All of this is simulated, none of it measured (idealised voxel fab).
Process module under the name voxel plated lines
The width of the displayed cross-section, cut, is 140 nm; its cells are square, with a size of 5 nm.
This document writes a cross-section as a grid whose cells are square, and gives it as bands, listed from the top down; one or more rows of cells form a band. Heads up on the band format: heights come first, top then bottom, in nm. After that it's the materials left to right, each with its width in nm. A single material flagged "full width" fills the whole band edge to edge, and "blank" means there's empty space there. The level at which height equals 0 is the one under which the wafer, as it arrives, is entirely one material. No lower edge exists for the bottom band, which continues downward and is notated as in "0 and below". Width spec "30 to 40" -> top row of cells at first value, bottom row at second value, equal per-row change in between. It should be understood that the words "nothing got changed", when stated for a given step, signify that the cross-section underwent no change in any of its cells during that step. Entry "Completely sealed voids" = empty spaces >= 8 cells with no open way to the top; each as width x height at distance, distance from left edge, all nm. On a step's line, text after the settings is the simulator commenting on that step. "overlay nm" on a masked step: distance the mask lay right of its planned place, negative for left.

PROCESS STEPS - PLAN
step 1: RECEIVE | material Si
step 2: CONFORMAL_DEP | material SiN | thk nm 5
step 3: DIRECTIONAL_DEP | material TiN | thk nm 5
step 4: PATTERN | tone open | mask id LINES | material resist | width nm 20 | pitch nm 45 | thk nm 20 | overlay nm 0
step 5: EPI | material Ru | thk nm 10
step 6: STRIP | etch materials resist
step 7: DIRECTIONAL_ETCH | etch materials TiN | depth nm 5
step 8: CONFORMAL_DEP | material SiCN | thk nm 10

CROSS-SECTIONAL VIEW OF THE WAFER IN ITS AS-RECEIVED CONDITION, CORRESPONDING TO THE STATE AFTER STEP 1
- 0 and below = Si full width
- Completely sealed voids: none

CROSS-SECTION TAKEN AT MODULE COMPLETION ON THE FIRST OF TWO WAFERS; PROCESSED PER THE PLAN
- 30 down to 20 = blank 5, SiCN 40, blank 5, SiCN 40, blank 5, SiCN 40, blank 5
- 20 down to 15 = blank 5, SiCN 10, Ru 20, SiCN 10, blank 5, SiCN 10, Ru 20, SiCN 10, blank 5, SiCN 10, Ru 20, SiCN 10, blank 5
- 15 down to 10 = SiCN 15, Ru 20, SiCN 25, Ru 20, SiCN 25, Ru 20, SiCN 15
- 10 down to 5 = SiCN 15, TiN 20, SiCN 25, TiN 20, SiCN 25, TiN 20, SiCN 15
- 5 down to 0 = SiN full width
- 0 and below = Si full width
- Completely sealed voids: none

CROSS-SECTION AT END OF MODULE FOR THE SECOND WAFER OF TWO, WHICH MATCHED THE FIRST IN STARTING POINT AND PLAN AND DIFFERED BY ONE MISTAKE IN ITS PROCESSING
- 30 down to 20 = SiCN full width
- 20 down to 10 = Ru 15, SiCN 20, Ru 25, SiCN 20, Ru 25, SiCN 20, Ru 15
- 10 down to 5 = TiN 15, SiCN 20, TiN 25, SiCN 20, TiN 25, SiCN 20, TiN 15
- 5 down to 0 = SiN full width
- 0 and below = Si full width
- Completely sealed voids: none
Here's what went sideways: not per plan at step 4, really ran PATTERN | tone cover | mask id LINES | material resist | width nm 20 | pitch nm 45 | thk nm 20 | overlay nm 0
The closing comparison, in cells, has the second wafer with more or fewer of some materials than the first: +8 Ru, +4 TiN
